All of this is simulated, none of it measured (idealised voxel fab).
The document below concerns the process module designated voxel gate over fins.
cross-section cut | 300 nm wide | cells 5 nm
Just so we're on the same page, the cross-sections are grids of square cells, and they're listed out in bands top to bottom, each band one or more rows deep.
Band: top and bottom heights (nm) first, top before bottom; then materials from left to right, widths in nm. "full width" marks a sole material filling the band edge to edge. "blank" denotes empty space.
Where do heights start? At 0: under that level the wafer as delivered is made of one material only. And the lowest band has no floor; it just carries on downward, as in "0 -> down".
Think of "30 to 40" as a width that walks from the first number to the second as you go down the band, top row to bottom row, taking equal-sized steps from row to row.
"no change" after a step means that no cell of the cross-section changed.
You'll see "Closed cavity list" listing empty spaces that have no way open to the top, as long as they're 8 cells or more; the notation is width x height at distance, where the distance is from the left edge, and all of it is in nm.
Past the settings on a step's line: simulator remark, on that step.
overlay nm: for a step with a mask, the amount by which the mask lay right of where it was planned; a negative amount means left of it.

## Planned step list for the process
1 RECEIVE,material Si
2 CONFORMAL_DEP,material SiN,thk nm 5
3 MASKED_ETCH,tone cover,mask id FINS,width nm 15,pitch nm 40,etch materials SiN,depth nm 5,overlay nm 0
4 MASKED_ETCH,tone cover,mask id FINS,width nm 15,pitch nm 40,etch materials Si,depth nm 40,overlay nm 0
5 OXIDIZE,depth nm 5
6 FILL_DEP,material SiO2,thk nm 15
7 CMP,height nm 5
8 SELECTIVE_ETCH,etch materials SiO2,depth nm 20
9 STRIP,etch materials SiN
10 CONFORMAL_DEP,material HfO2,thk nm 5
11 CONFORMAL_DEP,material TiN,thk nm 5
12 FILL_DEP,material W,thk nm 15
13 CMP,height nm 20
14 CONFORMAL_DEP,material SiN,thk nm 5

## as received, after step 1
	0 -> down: Si full width
	Closed cavity list: none

## Starting structure and process plan are as shown above, but one mistake was made in running the module; the wafer cross-section at the end of the module follows
	25 -> 20: SiN full width
	20 -> 15: W full width
	15 -> 10: TiN full width
	10 -> 0: HfO2 full width
	0 -> down: Si full width
	Closed cavity list: none
Which mistake was made when the wafer was run? step 2 did not use the planned setting and instead ran as CONFORMAL_DEP,material HfO2,thk nm 5
